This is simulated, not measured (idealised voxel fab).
process module | voxel spacer lines
cross-section cut | 180 nm wide | cells 5 nm
A cross-section is a grid of square cells, given in bands from the top down. A band is one or more rows of cells.
Each band's line starts with the height of the band's top and of its bottom, in nm. Then come its materials from left to right, each with its width in nm. One material with "throughout" fills the band from edge to edge. "air" is empty space.
Height 0 is the level under which the wafer as received is all one material. The lowest band goes on downwards, as in "0 down".
A width such as "30 to 40" changes by the same amount from each row of cells to the next, from the band's top row to its bottom row.
"no change" after a step means that no cell of the cross-section changed.
closed voids: empty space of 8 cells or more with no open way to the top, each as width x height at its distance from the left edge, in nm
after a step's settings: what the simulator itself notes on the step
overlay nm, on a step with a mask: how far to the right of its planned place the mask lay; to the left if negative
plan
1 op RECEIVE | material Si
2 op CONFORMAL_DEP | material Al2O3 | thk nm 10
3 op DIRECTIONAL_DEP | material TiN | thk nm 10
4 op DIRECTIONAL_DEP | material aC | thk nm 30
5 op PATTERN | tone cover | mask id MANDREL | material resist | width nm 25 | pitch nm 70 | thk nm 35 | overlay nm 0
6 op DIRECTIONAL_ETCH | etch materials aC | depth nm 30
7 op STRIP | etch materials resist
8 op CONFORMAL_DEP | material SiN | thk nm 10
9 op DIRECTIONAL_ETCH | etch materials SiN | depth nm 10
10 op STRIP | etch materials aC
11 op DIRECTIONAL_ETCH | etch materials TiN | depth nm 10
12 op STRIP | etch materials SiN
13 op FILL_DEP | material lowk | thk nm 10
14 op CMP | height nm 20
as received, after step 1
  0 down: Si throughout
  closed voids: none
first wafer at the end, as planned
  20 to 10: lowk 30 | TiN 10 | lowk 25 | TiN 10 | lowk 25 | TiN 10 | lowk 25 | TiN 10 | lowk 35
  10 to 0: Al2O3 throughout
  0 down: Si throughout
  closed voids: none
second wafer at the end: like start, like plan, one mistake
  20 to 10: aC throughout
  10 to 0: Al2O3 throughout
  0 down: Si throughout
  closed voids: none
what went wrong: steps 3 and 4 were swapped
at the end the second wafer has, in cells: 16 fewer of TiN | 72 more of aC | 56 fewer of lowk
